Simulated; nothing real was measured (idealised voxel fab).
Process module, titled voxel air gaps
Square cells of 5 nm make up the cross-section cut, whose width is 285 nm.
Cross-sections here: square-cell grids, written as top-down lists of bands, a band being one or more rows of cells. Each band's line starts with the height of the band's top and of its bottom, in nm. Then come its materials from left to right, each with its width in nm. One material with "full width" fills the band from edge to edge. "empty" is empty space. The level at which height equals 0 is the one under which the wafer, as it arrives, is entirely one material. No lower edge exists for the bottom band, which continues downward and is notated as in "0 down". Top row gets the first number, bottom row gets the second, and each row in between changes by the same step: that is how a band width like "30->40" works. "remained unchanged", as given for a step, is the statement that not any cell of the cross-section underwent a change during that step. "Closed void table" specifies each empty space that is not open to the top and that occupies no fewer than 8 cells, using the form width x height at distance, the distance measured from the left edge and all three quantities in nm. Whatever follows a step's settings on its line is a remark the simulator itself makes about that step. overlay nm: mask offset rightward from planned place, masked step; negative means leftward offset.
Listed below are the process steps as planned:
1) RECEIVE: material Si
2) CONFORMAL_DEP: material SiO2, thk nm 10
3) CONFORMAL_DEP: material SiN, thk nm 5
4) DIRECTIONAL_DEP: material SiO2, thk nm 30
5) DIRECTIONAL_DEP: material aC, thk nm 15
6) PATTERN: tone open, mask id LINES, material resist, width nm 25, pitch nm 50, thk nm 30, overlay nm 0
7) DIRECTIONAL_ETCH: etch materials aC, depth nm 15
8) STRIP: etch materials resist
9) DIRECTIONAL_ETCH: etch materials SiO2, depth nm 30
10) STRIP: etch materials aC
11) CONFORMAL_DEP: material TiN, thk nm 5
12) FILL_DEP: material Cu, thk nm 5
13) CMP: height nm 45
14) EPI: material Ru, thk nm 10
15) SELECTIVE_ETCH: etch materials SiO2, depth nm 40
16) CONFORMAL_DEP: material SiN, thk nm 5
As received, after step 1:
- 0 down  Si full width
- Closed void table: none
Cross-sectional result after module completion. Note: starting condition and plan are unchanged from above; one processing mistake was made:
- 60 to 55  SiN full width
- 55 to 45  Ru full width
- 45 to 40  Cu full width
- 40 to 35  TiN 60 nm  Cu 15 nm  TiN 35 nm  Cu 15 nm  TiN 35 nm  Cu 15 nm  TiN 35 nm  Cu 15 nm  TiN 60 nm
- 35 to 10  SiO2 55 nm  TiN 5 nm  Cu 15 nm  TiN 5 nm  SiO2 25 nm  TiN 5 nm  Cu 15 nm  TiN 5 nm  SiO2 25 nm  TiN 5 nm  Cu 15 nm  TiN 5 nm  SiO2 25 nm  TiN 5 nm  Cu 15 nm  TiN 5 nm  SiO2 55 nm
- 10 to 5  SiO2 55 nm  TiN 25 nm  SiO2 25 nm  TiN 25 nm  SiO2 25 nm  TiN 25 nm  SiO2 25 nm  TiN 25 nm  SiO2 55 nm
- 5 to 0  SiN full width
- 0 down  Si full width
- Closed void table: none
what went wrong: the plan's step 2 was left out and never carried out
